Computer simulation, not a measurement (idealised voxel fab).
Process module under the name voxel lift off
In the cross-section labelled cut, the width is 190 nm and each square cell is 5 nm.
Cross-section, as written here: a square-cell grid given band by band from the top down, where a band holds one or more rows of cells. Basically the band line says how high the top is and how high the bottom is, in nm, and then what's in it from left to right, every material with its width in nm. Empty space shows up as "air", and if a single material carries "all across" it runs the full band edge to edge. It should be noted that heights are counted from 0, beneath which the wafer as supplied is of one material throughout, and that the lowest band possesses no lower boundary but continues downward, as written in "0..down". Graded width ("30..40"): value in top row of band = first number; value in bottom row = second number; row-to-row change constant. Reading "nothing got changed" for a step: not a cell of the cross-section changed in it. The list in "Closed-off voids" covers empty spaces of 8 cells or more that cannot reach the top through any open way, and it gives each as width x height at distance; the distance is from the left edge, and width, height and distance are in nm. Where a step's line continues beyond its settings, the continuation is a remark by the simulator itself on that step. The optional step-line setting "overlay nm" applies to steps with a mask and quantifies how far to the right of its planned location the mask lay, a negative value indicating leftward placement.
Planned step list for the process:
1) RECEIVE, material Si
2) CONFORMAL_DEP, material Al2O3, thk nm 5
3) PATTERN, tone open, mask id LINES, material resist, width nm 30, pitch nm 60, thk nm 20, overlay nm 0
4) DIRECTIONAL_DEP, material Ru, thk nm 5
5) STRIP, etch materials resist
6) CONFORMAL_DEP, material SiCN, thk nm 10
Step 1 complete: cross-section of the wafer as received:
> 0..down | Si all across
> Closed-off voids: none
Final wafer profile in cross-section after the module, from the same start and plan as above, with one mistake made during processing:
> 20..15 | air: 30 / SiCN: 50 / air: 10 / SiCN: 50 / air: 50
> 15..10 | SiCN all across
> 10..5 | SiCN: 40 / Ru: 30 / SiCN: 30 / Ru: 30 / SiCN: 60
> 5..0 | Al2O3 all across
> 0..down | Si all across
> Closed-off voids: none
Where did the run depart from the plan? planned and actual differ for step 3; actual: PATTERN, tone open, mask id LINES, material resist, width nm 30, pitch nm 60, thk nm 20, overlay nm -10
